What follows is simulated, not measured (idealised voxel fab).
Process module, titled voxel gate over fins
It is cross-section cut that appears here, measuring 220 nm in width, its square cells being 5 nm in size.
Square cells in a grid make up a cross-section in this document, and the grid is given as bands, listed from the top down, each one or more rows of cells.
Band: top and bottom heights (nm) first, top before bottom; then materials from left to right, widths in nm. "all across" marks a sole material filling the band edge to edge. "air" denotes empty space.
Zero point of the height axis is 0; under it, received wafer = one material. Lowest band: continues down indefinitely, "0 and below".
Width "30..40": first value at the band's top row of cells, second value at its bottom row, equal change from row to row.
What does "no alterations made" mean for a step? It means no cell of the cross-section changed in that step.
"Sealed voids" - sealed voids, min. 8 cells, no opening to top; format: width x height at distance (distance from left edge; nm throughout).
Step line, after settings: the simulator's comment on this step.
When a step includes a mask, the "overlay nm" setting on its line states how far to the right of its planned place that mask lay, and negative values state how far to the left.
[The planned process steps are enumerated hereunder]
1: RECEIVE, material Si
2: CONFORMAL_DEP, material SiN, thk nm 5
3: MASKED_ETCH, tone cover, mask id FINS, width nm 15, pitch nm 45, etch materials SiN, depth nm 5, overlay nm 0
4: MASKED_ETCH, tone cover, mask id FINS, width nm 15, pitch nm 45, etch materials Si, depth nm 20, overlay nm 0
5: FILL_DEP, material SiO2, thk nm 15
6: CMP, height nm 5
7: SELECTIVE_ETCH, etch materials SiO2, depth nm 20
8: STRIP, etch materials SiN
9: CONFORMAL_DEP, material HfO2, thk nm 5
10: CONFORMAL_DEP, material TiN, thk nm 5
11: FILL_DEP, material W, thk nm 15
12: CMP, height nm 20
13: CONFORMAL_DEP, material SiN, thk nm 5
varied across the wafers: depth nm of step 4. The plan shows the first wafer's value. All wafers start alike
[Cross-section, first of several wafers, as delivered after step 1]
- 0 and below  Si all across
- Sealed voids: none
[Below is a per-wafer table. In it, each row describes the wafer at the end of the module by giving, for each material, the number of cells gained (+) or lost (-) since the wafer was received, and after that the closed voids of the wafer]
depth nm 20, +68 HfO2, -128 Si, +44 SiN, +32 SiO2, +68 TiN, +136 W, Sealed voids: none
depth nm 25, +68 HfO2, -160 Si, +44 SiN, +64 SiO2, +68 TiN, +136 W, Sealed voids: none
depth nm 30, +68 HfO2, -192 Si, +44 SiN, +96 SiO2, +68 TiN, +136 W, Sealed voids: none
depth nm 35, +68 HfO2, -224 Si, +44 SiN, +128 SiO2, +68 TiN, +136 W, Sealed voids: none
depth nm 40, +68 HfO2, -256 Si, +44 SiN, +160 SiO2, +68 TiN, +136 W, Sealed voids: none
depth nm 45, +68 HfO2, -288 Si, +44 SiN, +192 SiO2, +68 TiN, +136 W, Sealed voids: none
